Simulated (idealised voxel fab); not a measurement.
Process module, titled voxel tone inversion
For reference, the cross-section in this document is cut, with width 225 nm and square cells of 5 nm.
Reading order for cross-sections: top band down to bottom band. Underlying form: a grid of square cells. Band size: one or more rows of cells. Heads up on the band format: heights come first, top then bottom, in nm. After that it's the materials left to right, each with its width in nm. A single material flagged "throughout" fills the whole band edge to edge, and "air" means there's empty space there. All heights in this document are referenced to 0, defined as the level beneath which the wafer, as received, consists entirely of one material. The lowest band is not bounded below; it extends indefinitely downward and is written in the form "0..down". The expression "30 to 40" gives the width at the extremes of the band, the first number at its top row of cells and the second at its bottom row, with the width changing by equal amounts from each row to the next in between. Reading "same as before" for a step: not a cell of the cross-section changed in it. Voids not open to the top, 8 cells minimum: see "Entrapped void list". Written width x height at distance; distance is from the left edge; nm. On a step's line, text after the settings is the simulator commenting on that step. overlay nm: for a step with a mask, the amount by which the mask lay right of where it was planned; a negative amount means left of it.

Intended process steps:
1: RECEIVE [material Si]
2: CONFORMAL_DEP [material SiCN] [thk nm 5]
3: DIRECTIONAL_DEP [material aC] [thk nm 15]
4: PATTERN [tone cover] [mask id POSTS] [material resist] [width nm 20] [pitch nm 40] [thk nm 20] [overlay nm 0]
5: DIRECTIONAL_ETCH [etch materials aC] [depth nm 15]
6: STRIP [etch materials resist]
7: FILL_DEP [material SiO2] [thk nm 10]
8: CMP [height nm 25]
9: STRIP [etch materials aC]
10: CONFORMAL_DEP [material TiN] [thk nm 5]
11: FILL_DEP [material W] [thk nm 10]
12: CMP [height nm 25]
13: CONFORMAL_DEP [material SiN] [thk nm 5]
Wafers differ in thk nm at step 2; plan lists the first wafer's value; identical starting state.

Cross-section of the first incoming wafer of several, state after step 1:
	0..down: Si throughout
	Entrapped void list: none

The table below has one row for each wafer; a row shows, as of the end of the module, how many cells of each material the wafer has gained, marked (+), or lost, marked (-), since it was received, and then the wafer's closed voids:
thk nm 5, +45 SiCN, +45 SiN, +132 SiO2, +48 aC, Entrapped void list: none
thk nm 10, +90 SiCN, +45 SiN, +87 SiO2, +32 TiN, +16 W, Entrapped void list: none
thk nm 15, +135 SiCN, +45 SiN, +58 SiO2, +24 TiN, +8 W, Entrapped void list: none
thk nm 20, +180 SiCN, +45 SiN, +29 SiO2, +16 TiN, Entrapped void list: none
thk nm 25, +225 SiCN, +45 SiN, Entrapped void list: none
